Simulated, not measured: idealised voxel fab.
The name of this process module is voxel double patterning.
255 nm wide, 5 nm square cells: that's cross-section cut.
Cross-section, as written here: a square-cell grid given band by band from the top down, where a band holds one or more rows of cells.
For a band, the entry starts with two heights in nm, that of the top and then that of the bottom, and carries on with the band's materials in order from left to right, each alongside its width in nm; the word "full width" beside a single material means it fills the band edge to edge, and "blank" means empty space.
Beneath 0, the wafer as received is one material, and that level is where height counting begins. The lowest band goes on downward without a bottom; it is written like "z 0 and below".
The expression "30..40" gives the width at the extremes of the band, the first number at its top row of cells and the second at its bottom row, with the width changing by equal amounts from each row to the next in between.
What does "same as before" mean for a step? It means no cell of the cross-section changed in that step.
"Internal closed voids" - sealed voids, min. 8 cells, no opening to top; format: width x height at distance (distance from left edge; nm throughout).
Post-settings text on a step line: simulator's own remark regarding the step.
overlay nm: where the mask lay relative to plan, measured to the right, on steps with a mask; negatives go left.

# Here's what the planned process steps look like
1 RECEIVE,material Si
2 CONFORMAL_DEP,material SiN,thk nm 5
3 DIRECTIONAL_DEP,material SiO2,thk nm 10
4 DIRECTIONAL_DEP,material SiCN,thk nm 10
5 MASKED_ETCH,tone open,mask id FIRST,width nm 15,pitch nm 50,etch materials SiCN,depth nm 10,overlay nm 0
6 DIRECTIONAL_DEP,material aC,thk nm 10
7 PATTERN,tone open,mask id SECOND,material resist,width nm 15,pitch nm 50,thk nm 25,overlay nm 0
8 DIRECTIONAL_ETCH,etch materials aC,depth nm 10
9 STRIP,etch materials resist
10 DIRECTIONAL_ETCH,etch materials SiCN,depth nm 10
11 STRIP,etch materials aC
12 DIRECTIONAL_ETCH,etch materials SiO2,depth nm 10
13 STRIP,etch materials SiCN

# Received-state cross-section, reflecting completion of step 1
- z 0 and below = Si full width
- Internal closed voids: none

# Cross-section at module end, one run error; start and plan unchanged from above
- z 25 to 15 = SiO2=70, then blank=15, then SiO2=10, then blank=15, then SiO2=10, then blank=15, then SiO2=10, then blank=15, then SiO2=10, then blank=15, then SiO2=70
- z 15 to 0 = SiN full width
- z 0 and below = Si full width
- Internal closed voids: none
Which mistake was made when the wafer was run? in deviation from the planned setting, step 2 was conducted as CONFORMAL_DEP,material SiN,thk nm 15
